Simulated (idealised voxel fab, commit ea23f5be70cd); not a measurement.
Proc. module: voxel wiring stack
Section cut is 215 nm wide and gridded with 5 nm square cells.
Cross-sections here: square-cell grids, written as top-down lists of bands, a band being one or more rows of cells.
First you get the band's top height and its bottom height, in nm, and then the materials it's made of, left to right, with each width in nm. If you see a single material with "edge to edge", that one covers the band edge to edge. "empty" is empty space.
Height reference: 0 = level under which incoming wafer is all one material. Lowest band: no bottom, runs on downward, e.g. "top 0, no bottom".
Width: "30 to 40" (first number = top row, second number = bottom row, same change from row to row of cells).
When a step is marked "no change occurred", none of the cells in the cross-section changed during that step.
Empty spaces counting at least 8 cells and having no open way to the top are listed in "Sealed internal cavities". The notation width x height at distance is used for each, the distance being from the left edge and all three values in nm.
Step line, after settings: the simulator's comment on this step.
Steps that use a mask can have "overlay nm" on their line. It says how far the mask sat to the right of where it was meant to be. Negative means to the left.

# Below is the list of planned process steps
1 RECEIVE with material Si
2 CONFORMAL_DEP with material SiO2, thk nm 15
3 DIRECTIONAL_DEP with material TiN, thk nm 5
4 DIRECTIONAL_DEP with material Ru, thk nm 20
5 PATTERN with tone cover, mask id METAL_1, material resist, width nm 20, pitch nm 45, thk nm 15, overlay nm 0
6 DIRECTIONAL_ETCH with etch materials Ru, depth nm 20
7 DIRECTIONAL_ETCH with etch materials TiN, depth nm 5
8 STRIP with etch materials resist
9 FILL_DEP with material lowk, thk nm 5
10 CMP with height nm 40
11 CONFORMAL_DEP with material SiCN, thk nm 5
12 DIRECTIONAL_DEP with material SiO2, thk nm 35
13 PATTERN with tone open, mask id METAL_2, material resist, width nm 20, pitch nm 45, thk nm 20, overlay nm 0
14 DIRECTIONAL_ETCH with etch materials SiO2, depth nm 10
15 STRIP with etch materials resist
16 DIRECTIONAL_DEP with material aC, thk nm 15
17 PATTERN with tone open, mask id METAL_2_HOLES, material resist, width nm 15, pitch nm 90, thk nm 35, overlay nm 0
18 DIRECTIONAL_ETCH with etch materials aC, depth nm 15
19 STRIP with etch materials resist
20 DIRECTIONAL_ETCH with etch materials SiO2, depth nm 15
21 DIRECTIONAL_ETCH with etch materials SiCN, depth nm 5
22 STRIP with etch materials aC
23 CONFORMAL_DEP with material TiN, thk nm 5
24 FILL_DEP with material Cu, thk nm 5
25 CMP with height nm 80
26 CONFORMAL_DEP with material SiN, thk nm 5
All wafers enter the flow in the same state. The depth nm at step 14 differs from wafer to wafer, and the plan gives the value for the first wafer.

# Received condition of the first of several wafers, sectioned: post-step 1
    top 0, no bottom  Si edge to edge
    Sealed internal cavities: none

# Here is the cross-section of the first of several wafers at the end of the module, after its last step, step 26
    top 85, bottom 80  SiN edge to edge
    top 80, bottom 75  SiO2 30  TiN 5  Cu 10  TiN 5  SiO2 25  TiN 5  Cu 10  TiN 5  SiO2 25  TiN 5  Cu 10  TiN 5  SiO2 25  TiN 5  Cu 10  TiN 5  SiO2 30
    top 75, bottom 70  SiO2 30  TiN 5  Cu 5  TiN 10  SiO2 25  TiN 20  SiO2 25  TiN 5  Cu 5  TiN 10  SiO2 25  TiN 20  SiO2 30
    top 70, bottom 60  SiO2 30  TiN 5  Cu 5  TiN 5  SiO2 75  TiN 5  Cu 5  TiN 5  SiO2 80
    top 60, bottom 55  SiO2 30  TiN 15  SiO2 75  TiN 15  SiO2 80
    top 55, bottom 45  SiO2 edge to edge
    top 45, bottom 40  SiCN edge to edge
    top 40, bottom 20  lowk 30  Ru 20  lowk 25  Ru 20  lowk 25  Ru 20  lowk 25  Ru 20  lowk 30
    top 20, bottom 15  lowk 30  TiN 20  lowk 25  TiN 20  lowk 25  TiN 20  lowk 25  TiN 20  lowk 30
    top 15, bottom 0  SiO2 edge to edge
    top 0, no bottom  Si edge to edge
    Sealed internal cavities: none

# Cross-section, last wafer, module completion
    top 85, bottom 80  SiN edge to edge
    top 80, bottom 50  SiO2 30  TiN 5  Cu 10  TiN 5  SiO2 25  TiN 5  Cu 10  TiN 5  SiO2 25  TiN 5  Cu 10  TiN 5  SiO2 25  TiN 5  Cu 10  TiN 5  SiO2 30
    top 50, bottom 45  SiO2 30  TiN 5  Cu 5  TiN 10  SiO2 25  TiN 20  SiO2 25  TiN 5  Cu 5  TiN 10  SiO2 25  TiN 20  SiO2 30
    top 45, bottom 40  SiCN 30  TiN 15  SiCN 75  TiN 15  SiCN 80
    top 40, bottom 20  lowk 30  Ru 20  lowk 25  Ru 20  lowk 25  Ru 20  lowk 25  Ru 20  lowk 30
    top 20, bottom 15  lowk 30  TiN 20  lowk 25  TiN 20  lowk 25  TiN 20  lowk 25  TiN 20  lowk 30
    top 15, bottom 0  SiO2 edge to edge
    top 0, no bottom  Si edge to edge
    Sealed internal cavities: none

# Rows = wafers. At module end, each row lists per material the cells gained (+) or lost (-) since the wafer was received, then the closed voids
depth nm 10 | +14 Cu | +64 Ru | +43 SiCN | +43 SiN | +380 SiO2 | +52 TiN | +135 lowk | Sealed internal cavities: none
depth nm 15 | +22 Cu | +64 Ru | +43 SiCN | +43 SiN | +364 SiO2 | +60 TiN | +135 lowk | Sealed internal cavities: none
depth nm 20 | +32 Cu | +64 Ru | +37 SiCN | +43 SiN | +348 SiO2 | +72 TiN | +135 lowk | Sealed internal cavities: none
depth nm 25 | +38 Cu | +64 Ru | +37 SiCN | +43 SiN | +338 SiO2 | +76 TiN | +135 lowk | Sealed internal cavities: none
depth nm 30 | +44 Cu | +64 Ru | +37 SiCN | +43 SiN | +328 SiO2 | +80 TiN | +135 lowk | Sealed internal cavities: none
depth nm 35 | +50 Cu | +64 Ru | +37 SiCN | +43 SiN | +318 SiO2 | +84 TiN | +135 lowk | Sealed internal cavities: none
